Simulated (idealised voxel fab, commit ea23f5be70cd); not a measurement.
process module | voxel transistor to metal
cross-section cut | 160 nm wide | cells 5 nm
A cross-section is a grid of square cells, given in bands from the top down. A band is one or more rows of cells.
Each band's line starts with the height of the band's top and of its bottom, in nm. Then come its materials from left to right, each with its width in nm. One material with "throughout" fills the band from edge to edge. "air" is empty space.
Height 0 is the level under which the wafer as received is all one material. The lowest band goes on downwards, as in "0 down".
A width such as "30 to 40" changes by the same amount from each row of cells to the next, from the band's top row to its bottom row.
"no change" after a step means that no cell of the cross-section changed.
closed voids: empty space of 8 cells or more with no open way to the top, each as width x height at its distance from the left edge, in nm
after a step's settings: what the simulator itself notes on the step
overlay nm, on a step with a mask: how far to the right of its planned place the mask lay; to the left if negative
plan
1 op RECEIVE | material Si
2 op OXIDIZE | depth nm 5
3 op CONFORMAL_DEP | material SiN | thk nm 10
4 op PATTERN | tone cover | mask id ACTIVE | material resist | width nm 100 | thk nm 20 | overlay nm 0
5 op DIRECTIONAL_ETCH | etch materials SiN | depth nm 10
6 op DIRECTIONAL_ETCH | etch materials SiO2 | depth nm 5
7 op DIRECTIONAL_ETCH | etch materials Si | depth nm 30
8 op STRIP | etch materials resist
9 op OXIDIZE | depth nm 5
10 op FILL_DEP | material SiO2 | thk nm 5
11 op CMP | height nm 10
12 op SELECTIVE_ETCH | etch materials SiO2 | depth nm 5
13 op STRIP | etch materials SiN
14 op SELECTIVE_ETCH | etch materials SiO2 | depth nm 5
15 op OXIDIZE | depth nm 5
16 op DIRECTIONAL_DEP | material polySi | thk nm 25
17 op DIRECTIONAL_DEP | material SiCN | thk nm 15
18 op MASKED_ETCH | tone cover | mask id GATE | width nm 20 | etch materials SiCN | depth nm 25 | overlay nm 0
19 op MASKED_ETCH | tone cover | mask id GATE | width nm 20 | etch materials polySi | depth nm 35 | overlay nm 0
20 op CONFORMAL_DEP | material SiN | thk nm 5
21 op DIRECTIONAL_ETCH | etch materials SiN | depth nm 5
22 op DIRECTIONAL_ETCH | etch materials SiO2 | depth nm 5
23 op EPI | material nSi | thk nm 5
24 op FILL_DEP | material SiO2 | thk nm 5
25 op CMP | height nm 35
26 op DIRECTIONAL_DEP | material SiO2 | thk nm 15
27 op PATTERN | tone open | mask id CONTACT | material resist | width nm 20 | pitch nm 70 | thk nm 20 | overlay nm 0
28 op DIRECTIONAL_ETCH | etch materials SiO2 | depth nm 55
29 op STRIP | etch materials resist
30 op CONFORMAL_DEP | material TiN | thk nm 5
31 op FILL_DEP | material W | thk nm 10
32 op CMP | height nm 50
33 op CONFORMAL_DEP | material SiN | thk nm 5
34 op DIRECTIONAL_DEP | material lowk | thk nm 20
35 op PATTERN | tone open | mask id METAL_1 | material resist | width nm 20 | pitch nm 70 | thk nm 15 | overlay nm 0
36 op DIRECTIONAL_ETCH | etch materials lowk | depth nm 20
37 op DIRECTIONAL_ETCH | etch materials SiN | depth nm 5
38 op STRIP | etch materials resist
39 op CONFORMAL_DEP | material TiN | thk nm 5
40 op FILL_DEP | material Ru | thk nm 10
41 op CMP | height nm 75
42 op CONFORMAL_DEP | material SiCN | thk nm 5
43 op DIRECTIONAL_DEP | material lowk | thk nm 25
44 op DIRECTIONAL_DEP | material aC | thk nm 15
45 op PATTERN | tone open | mask id METAL_2_HOLES | material resist | width nm 15 | pitch nm 70 | thk nm 35 | overlay nm 0
46 op DIRECTIONAL_ETCH | etch materials aC | depth nm 15
47 op STRIP | etch materials resist
48 op DIRECTIONAL_ETCH | etch materials lowk | depth nm 25
49 op STRIP | etch materials aC
50 op PATTERN | tone open | mask id METAL_2 | material resist | width nm 20 | pitch nm 70 | thk nm 15 | overlay nm 0
51 op DIRECTIONAL_ETCH | etch materials lowk | depth nm 15
52 op DIRECTIONAL_ETCH | etch materials SiCN | depth nm 5
53 op STRIP | etch materials resist
54 op CONFORMAL_DEP | material TiN | thk nm 5
55 op FILL_DEP | material Cu | thk nm 10
56 op CMP | height nm 105
57 op CONFORMAL_DEP | material SiCN | thk nm 5
first wafer, as planned
as received, after step 1
  0 down: Si throughout
  closed voids: none
after step 2
  0 to -5: SiO2 throughout
  below -5: unchanged
after step 3
  10 to 0: SiN throughout
  below 0: unchanged
after step 4
  30 to 10: air 30 | resist 100 | air 30
  below 10: unchanged
after step 5
  30 to 10: air 30 | resist 100 | air 30
  10 to 0: air 30 | SiN 100 | air 30
  below 0: unchanged
after step 6
  30 to 10: air 30 | resist 100 | air 30
  10 to 0: air 30 | SiN 100 | air 30
  0 to -5: air 30 | SiO2 100 | air 30
  below -5: unchanged
after step 7
  30 to 10: air 30 | resist 100 | air 30
  10 to 0: air 30 | SiN 100 | air 30
  0 to -5: air 30 | SiO2 100 | air 30
  -5 to -35: air 30 | Si 100 | air 30
  below -35: unchanged
after step 8
  10 to 0: air 30 | SiN 100 | air 30
  below 0: unchanged
after step 9
  10 to 0: air 30 | SiN 100 | air 30
  0 to -5: air 30 | SiO2 100 | air 30
  -5 to -35: air 30 | SiO2 5 | Si 90 | SiO2 5 | air 30
  -35 to -40: SiO2 35 | Si 90 | SiO2 35
  below -40: unchanged
after step 10
  15 to 10: SiO2 throughout
  10 to 0: SiO2 30 | SiN 100 | SiO2 30
  0 to -5: SiO2 throughout
  -5 to -40: SiO2 35 | Si 90 | SiO2 35
  below -40: unchanged
after step 11
  10 to 0: SiO2 30 | SiN 100 | SiO2 30
  below 0: unchanged
after step 12
  10 to 5: air 30 | SiN 100 | air 30
  below 5: unchanged
after step 13
  5 to 0: SiO2 30 | air 100 | SiO2 30
  below 0: unchanged
after step 14
  0 to -5: SiO2 25 | air 110 | SiO2 25
  below -5: unchanged
after step 15
  0 to -5: SiO2 25 | air 110 | SiO2 25
  -5 to -10: SiO2 throughout
  below -10: unchanged
after step 16
  25 to 20: polySi 25 | air 110 | polySi 25
  20 to 0: polySi throughout
  0 to -5: SiO2 25 | polySi 110 | SiO2 25
  below -5: unchanged
after step 17
  40 to 35: SiCN 25 | air 110 | SiCN 25
  35 to 25: SiCN throughout
  25 to 20: polySi 25 | SiCN 110 | polySi 25
  below 20: unchanged
after step 18
  35 to 25: air 70 | SiCN 20 | air 70
  25 to 20: polySi 25 | air 45 | SiCN 20 | air 45 | polySi 25
  below 20: unchanged
after step 19
  35 to 20: air 70 | SiCN 20 | air 70
  20 to 0: air 70 | polySi 20 | air 70
  0 to -5: SiO2 25 | air 45 | polySi 20 | air 45 | SiO2 25
  below -5: unchanged
after step 20
  40 to 35: air 65 | SiN 30 | air 65
  35 to 20: air 65 | SiN 5 | SiCN 20 | SiN 5 | air 65
  20 to 5: air 65 | SiN 5 | polySi 20 | SiN 5 | air 65
  5 to 0: SiN 30 | air 35 | SiN 5 | polySi 20 | SiN 5 | air 35 | SiN 30
  0 to -5: SiO2 25 | SiN 45 | polySi 20 | SiN 45 | SiO2 25
  below -5: unchanged
after step 21
  35 to 20: air 65 | SiN 5 | SiCN 20 | SiN 5 | air 65
  20 to 0: air 65 | SiN 5 | polySi 20 | SiN 5 | air 65
  0 to -5: SiO2 25 | SiN 5 | air 35 | SiN 5 | polySi 20 | SiN 5 | air 35 | SiN 5 | SiO2 25
  below -5: unchanged
after step 22
  35 to 20: air 65 | SiN 5 | SiCN 20 | SiN 5 | air 65
  20 to 0: air 65 | SiN 5 | polySi 20 | SiN 5 | air 65
  0 to -5: air 25 | SiN 5 | air 35 | SiN 5 | polySi 20 | SiN 5 | air 35 | SiN 5 | air 25
  -5 to -10: SiO2 30 | air 35 | SiO2 30 | air 35 | SiO2 30
  below -10: unchanged
after step 23
  35 to 20: air 65 | SiN 5 | SiCN 20 | SiN 5 | air 65
  20 to 0: air 65 | SiN 5 | polySi 20 | SiN 5 | air 65
  0 to -5: air 25 | SiN 5 | air 35 | SiN 5 | polySi 20 | SiN 5 | air 35 | SiN 5 | air 25
  -5 to -10: SiO2 30 | nSi 35 | SiO2 30 | nSi 35 | SiO2 30
  below -10: unchanged
after step 24
  40 to 35: SiO2 throughout
  35 to 20: SiO2 65 | SiN 5 | SiCN 20 | SiN 5 | SiO2 65
  20 to 0: SiO2 65 | SiN 5 | polySi 20 | SiN 5 | SiO2 65
  0 to -5: SiO2 25 | SiN 5 | SiO2 35 | SiN 5 | polySi 20 | SiN 5 | SiO2 35 | SiN 5 | SiO2 25
  below -5: unchanged
after step 25
  35 to 20: SiO2 65 | SiN 5 | SiCN 20 | SiN 5 | SiO2 65
  below 20: unchanged
after step 26
  50 to 35: SiO2 throughout
  below 35: unchanged
after step 27
  70 to 50: resist 35 | air 20 | resist 50 | air 20 | resist 35
  below 50: unchanged
after step 28
  70 to 50: resist 35 | air 20 | resist 50 | air 20 | resist 35
  50 to 35: SiO2 35 | air 20 | SiO2 50 | air 20 | SiO2 35
  35 to 20: SiO2 35 | air 20 | SiO2 10 | SiN 5 | SiCN 20 | SiN 5 | SiO2 10 | air 20 | SiO2 35
  20 to 0: SiO2 35 | air 20 | SiO2 10 | SiN 5 | polySi 20 | SiN 5 | SiO2 10 | air 20 | SiO2 35
  0 to -5: SiO2 25 | SiN 5 | SiO2 5 | air 20 | SiO2 10 | SiN 5 | polySi 20 | SiN 5 | SiO2 10 | air 20 | SiO2 5 | SiN 5 | SiO2 25
  below -5: unchanged
after step 29
  50 to 35: SiO2 35 | air 20 | SiO2 50 | air 20 | SiO2 35
  below 35: unchanged
after step 30
  55 to 50: TiN 40 | air 10 | TiN 60 | air 10 | TiN 40
  50 to 35: SiO2 35 | TiN 5 | air 10 | TiN 5 | SiO2 50 | TiN 5 | air 10 | TiN 5 | SiO2 35
  35 to 20: SiO2 35 | TiN 5 | air 10 | TiN 5 | SiO2 10 | SiN 5 | SiCN 20 | SiN 5 | SiO2 10 | TiN 5 | air 10 | TiN 5 | SiO2 35
  20 to 0: SiO2 35 | TiN 5 | air 10 | TiN 5 | SiO2 10 | SiN 5 | polySi 20 | SiN 5 | SiO2 10 | TiN 5 | air 10 | TiN 5 | SiO2 35
  0 to -5: SiO2 25 | SiN 5 | SiO2 5 | TiN 20 | SiO2 10 | SiN 5 | polySi 20 | SiN 5 | SiO2 10 | TiN 20 | SiO2 5 | SiN 5 | SiO2 25
  below -5: unchanged
after step 31
  65 to 55: W throughout
  55 to 50: TiN 40 | W 10 | TiN 60 | W 10 | TiN 40
  50 to 35: SiO2 35 | TiN 5 | W 10 | TiN 5 | SiO2 50 | TiN 5 | W 10 | TiN 5 | SiO2 35
  35 to 20: SiO2 35 | TiN 5 | W 10 | TiN 5 | SiO2 10 | SiN 5 | SiCN 20 | SiN 5 | SiO2 10 | TiN 5 | W 10 | TiN 5 | SiO2 35
  20 to 0: SiO2 35 | TiN 5 | W 10 | TiN 5 | SiO2 10 | SiN 5 | polySi 20 | SiN 5 | SiO2 10 | TiN 5 | W 10 | TiN 5 | SiO2 35
  below 0: unchanged
after step 32
  50 to 35: SiO2 35 | TiN 5 | W 10 | TiN 5 | SiO2 50 | TiN 5 | W 10 | TiN 5 | SiO2 35
  below 35: unchanged
after step 33
  55 to 50: SiN throughout
  below 50: unchanged
after step 34
  75 to 55: lowk throughout
  below 55: unchanged
after step 35
  90 to 75: resist 35 | air 20 | resist 50 | air 20 | resist 35
  below 75: unchanged
after step 36
  90 to 75: resist 35 | air 20 | resist 50 | air 20 | resist 35
  75 to 55: lowk 35 | air 20 | lowk 50 | air 20 | lowk 35
  below 55: unchanged
after step 37
  90 to 75: resist 35 | air 20 | resist 50 | air 20 | resist 35
  75 to 55: lowk 35 | air 20 | lowk 50 | air 20 | lowk 35
  55 to 50: SiN 35 | air 20 | SiN 50 | air 20 | SiN 35
  below 50: unchanged
after step 38
  75 to 55: lowk 35 | air 20 | lowk 50 | air 20 | lowk 35
  below 55: unchanged
after step 39
  80 to 75: TiN 40 | air 10 | TiN 60 | air 10 | TiN 40
  75 to 55: lowk 35 | TiN 5 | air 10 | TiN 5 | lowk 50 | TiN 5 | air 10 | TiN 5 | lowk 35
  55 to 50: SiN 35 | TiN 20 | SiN 50 | TiN 20 | SiN 35
  below 50: unchanged
after step 40
  90 to 80: Ru throughout
  80 to 75: TiN 40 | Ru 10 | TiN 60 | Ru 10 | TiN 40
  75 to 55: lowk 35 | TiN 5 | Ru 10 | TiN 5 | lowk 50 | TiN 5 | Ru 10 | TiN 5 | lowk 35
  below 55: unchanged
after step 41
  75 to 55: lowk 35 | TiN 5 | Ru 10 | TiN 5 | lowk 50 | TiN 5 | Ru 10 | TiN 5 | lowk 35
  below 55: unchanged
after step 42
  80 to 75: SiCN throughout
  below 75: unchanged
after step 43
  105 to 80: lowk throughout
  below 80: unchanged
after step 44
  120 to 105: aC throughout
  below 105: unchanged
after step 45
  155 to 120: resist 35 | air 15 | resist 55 | air 15 | resist 40
  below 120: unchanged
after step 46
  140 to 120: resist 35 | air 15 | resist 55 | air 15 | resist 40
  120 to 105: aC 35 | air 15 | aC 55 | air 15 | aC 40
  below 105: unchanged
after step 47
  120 to 105: aC 35 | air 15 | aC 55 | air 15 | aC 40
  below 105: unchanged
after step 48
  120 to 105: aC 35 | air 15 | aC 55 | air 15 | aC 40
  105 to 80: lowk 35 | air 15 | lowk 55 | air 15 | lowk 40
  below 80: unchanged
after step 49
  105 to 80: lowk 35 | air 15 | lowk 55 | air 15 | lowk 40
  below 80: unchanged
after step 50
  120 to 105: resist 35 | air 20 | resist 50 | air 20 | resist 35
  below 105: unchanged
after step 51
  120 to 105: resist 35 | air 20 | resist 50 | air 20 | resist 35
  105 to 90: lowk 35 | air 20 | lowk 50 | air 20 | lowk 35
  below 90: unchanged
after step 52
  120 to 105: resist 35 | air 20 | resist 50 | air 20 | resist 35
  105 to 90: lowk 35 | air 20 | lowk 50 | air 20 | lowk 35
  90 to 80: lowk 35 | air 15 | lowk 55 | air 15 | lowk 40
  80 to 75: SiCN 35 | air 15 | SiCN 55 | air 15 | SiCN 40
  below 75: unchanged
after step 53
  105 to 90: lowk 35 | air 20 | lowk 50 | air 20 | lowk 35
  below 90: unchanged
after step 54
  110 to 105: TiN 40 | air 10 | TiN 60 | air 10 | TiN 40
  105 to 95: lowk 35 | TiN 5 | air 10 | TiN 5 | lowk 50 | TiN 5 | air 10 | TiN 5 | lowk 35
  95 to 90: lowk 35 | TiN 5 | air 5 | TiN 10 | lowk 50 | TiN 5 | air 5 | TiN 10 | lowk 35
  90 to 80: lowk 35 | TiN 5 | air 5 | TiN 5 | lowk 55 | TiN 5 | air 5 | TiN 5 | lowk 40
  80 to 75: SiCN 35 | TiN 15 | SiCN 55 | TiN 15 | SiCN 40
  below 75: unchanged
after step 55
  120 to 110: Cu throughout
  110 to 105: TiN 40 | Cu 10 | TiN 60 | Cu 10 | TiN 40
  105 to 95: lowk 35 | TiN 5 | Cu 10 | TiN 5 | lowk 50 | TiN 5 | Cu 10 | TiN 5 | lowk 35
  95 to 90: lowk 35 | TiN 5 | Cu 5 | TiN 10 | lowk 50 | TiN 5 | Cu 5 | TiN 10 | lowk 35
  90 to 80: lowk 35 | TiN 5 | Cu 5 | TiN 5 | lowk 55 | TiN 5 | Cu 5 | TiN 5 | lowk 40
  below 80: unchanged
after step 56
  105 to 95: lowk 35 | TiN 5 | Cu 10 | TiN 5 | lowk 50 | TiN 5 | Cu 10 | TiN 5 | lowk 35
  below 95: unchanged
after step 57
  110 to 105: SiCN throughout
  below 105: unchanged
second wafer: like start, like plan, one mistake. Through step 40 it matches the first wafer
when step 41 should have ended: no change
when step 42 should have ended
  95 to 90: SiCN throughout
  below 90: unchanged
when step 43 should have ended
  120 to 95: lowk throughout
  below 95: unchanged
when step 44 should have ended
  135 to 120: aC throughout
  below 120: unchanged
when step 45 should have ended
  170 to 135: resist 35 | air 15 | resist 55 | air 15 | resist 40
  below 135: unchanged
when step 46 should have ended
  155 to 135: resist 35 | air 15 | resist 55 | air 15 | resist 40
  135 to 120: aC 35 | air 15 | aC 55 | air 15 | aC 40
  below 120: unchanged
when step 47 should have ended
  135 to 120: aC 35 | air 15 | aC 55 | air 15 | aC 40
  below 120: unchanged
when step 48 should have ended
  135 to 120: aC 35 | air 15 | aC 55 | air 15 | aC 40
  120 to 95: lowk 35 | air 15 | lowk 55 | air 15 | lowk 40
  below 95: unchanged
when step 49 should have ended
  120 to 95: lowk 35 | air 15 | lowk 55 | air 15 | lowk 40
  below 95: unchanged
when step 50 should have ended
  135 to 120: resist 35 | air 20 | resist 50 | air 20 | resist 35
  below 120: unchanged
when step 51 should have ended
  135 to 120: resist 35 | air 20 | resist 50 | air 20 | resist 35
  120 to 105: lowk 35 | air 20 | lowk 50 | air 20 | lowk 35
  below 105: unchanged
when step 52 should have ended
  135 to 120: resist 35 | air 20 | resist 50 | air 20 | resist 35
  120 to 105: lowk 35 | air 20 | lowk 50 | air 20 | lowk 35
  105 to 95: lowk 35 | air 15 | lowk 55 | air 15 | lowk 40
  95 to 90: SiCN 35 | air 15 | SiCN 55 | air 15 | SiCN 40
  below 90: unchanged
when step 53 should have ended
  120 to 105: lowk 35 | air 20 | lowk 50 | air 20 | lowk 35
  below 105: unchanged
when step 54 should have ended
  125 to 120: TiN 40 | air 10 | TiN 60 | air 10 | TiN 40
  120 to 110: lowk 35 | TiN 5 | air 10 | TiN 5 | lowk 50 | TiN 5 | air 10 | TiN 5 | lowk 35
  110 to 105: lowk 35 | TiN 5 | air 5 | TiN 10 | lowk 50 | TiN 5 | air 5 | TiN 10 | lowk 35
  105 to 95: lowk 35 | TiN 5 | air 5 | TiN 5 | lowk 55 | TiN 5 | air 5 | TiN 5 | lowk 40
  95 to 90: SiCN 35 | TiN 15 | SiCN 55 | TiN 15 | SiCN 40
  below 90: unchanged
when step 55 should have ended
  135 to 125: Cu throughout
  125 to 120: TiN 40 | Cu 10 | TiN 60 | Cu 10 | TiN 40
  120 to 110: lowk 35 | TiN 5 | Cu 10 | TiN 5 | lowk 50 | TiN 5 | Cu 10 | TiN 5 | lowk 35
  110 to 105: lowk 35 | TiN 5 | Cu 5 | TiN 10 | lowk 50 | TiN 5 | Cu 5 | TiN 10 | lowk 35
  105 to 95: lowk 35 | TiN 5 | Cu 5 | TiN 5 | lowk 55 | TiN 5 | Cu 5 | TiN 5 | lowk 40
  below 95: unchanged
when step 56 should have ended
  105 to 95: lowk 35 | TiN 5 | Cu 5 | TiN 5 | lowk 55 | TiN 5 | Cu 5 | TiN 5 | lowk 40
  below 95: unchanged
when step 57 should have ended
  110 to 105: SiCN throughout
  below 105: unchanged
what went wrong: step 41 was left out
at the end the second wafer has, in cells: 10 fewer of Cu | 68 more of Ru | 14 more of TiN | 72 fewer of lowk
